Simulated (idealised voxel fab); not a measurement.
This is a process module. Its name is voxel ribs on slabs.
Cross-section cut spans 200 nm and uses square cells 5 nm in size.
Just so we're on the same page, the cross-sections are grids of square cells, and they're listed out in bands top to bottom, each band one or more rows deep. What a band's entry tells you: where the top is and where the bottom is, as heights in nm, and after that what lies inside, material by material from left to right, each with its width in nm. Empty space is written as the word "blank", and a single material marked with the word "all across" occupies the band from edge to edge. It should be noted that heights are counted from 0, beneath which the wafer as supplied is of one material throughout, and that the lowest band possesses no lower boundary but continues downward, as written in "0..down". A width such as "30->40" changes by the same amount from each row of cells to the next, from the band's top row to its bottom row. You'll sometimes find "nothing altered" written for a step, and that's the way of saying that nowhere in the cross-section did a cell change during that step. Entry "Encapsulated voids". Content: empty spaces with no open connection to the top, size 8 cells or greater. Each: width x height at distance. Distance: from left edge. Unit: nm. On each step's line, the part that comes after the settings is the simulator's own comment on the step. Among the settings permitted on a step's line is "overlay nm"; applied to a step with a mask, it specifies the extent to which the mask lay to the right of its planned position, whereas a negative figure signifies a position to the left.
## The planned process steps are enumerated hereunder
1,RECEIVE: material Si
2,DIRECTIONAL_DEP: material SiO2, thk nm 25
3,DIRECTIONAL_DEP: material polySi, thk nm 25
4,PATTERN: tone cover, mask id RIB, material resist, width nm 15, thk nm 15, overlay nm 0
5,DIRECTIONAL_ETCH: etch materials polySi, depth nm 15
6,STRIP: etch materials resist
7,PATTERN: tone cover, mask id SLAB, material resist, width nm 45, thk nm 20, overlay nm 0
8,DIRECTIONAL_ETCH: etch materials polySi, depth nm 10
9,STRIP: etch materials resist
10,FILL_DEP: material SiO2, thk nm 25
11,CMP: height nm 70
12,DIRECTIONAL_DEP: material W, thk nm 5
13,DIRECTIONAL_DEP: material aC, thk nm 10
14,PATTERN: tone cover, mask id HEATER, material resist, width nm 25, thk nm 25, overlay nm 0
15,DIRECTIONAL_ETCH: etch materials aC, depth nm 10
16,STRIP: etch materials resist
17,DIRECTIONAL_ETCH: etch materials W, depth nm 5
18,STRIP: etch materials aC
19,CONFORMAL_DEP: material SiN, thk nm 5
## As received (post step 1): cross-section
- 0..down = Si all across
- Encapsulated voids: none
## Starting wafer: above. Plan: above. Run: one mistake. Cross-section after the module: below
- 80..75 = SiN 90 nm  blank 15 nm  SiN 95 nm
- 75..70 = W 85 nm  SiN 25 nm  W 90 nm
- 70..50 = SiO2 all across
- 50..35 = SiO2 90 nm  polySi 15 nm  SiO2 95 nm
- 35..25 = SiO2 75 nm  polySi 45 nm  SiO2 80 nm
- 25..0 = SiO2 all across
- 0..down = Si all across
- Encapsulated voids: none
The mistake made against the process plan was this: note that step 14 departed from the planned setting and was carried out as PATTERN: tone open, mask id HEATER, material resist, width nm 25, thk nm 25, overlay nm 0
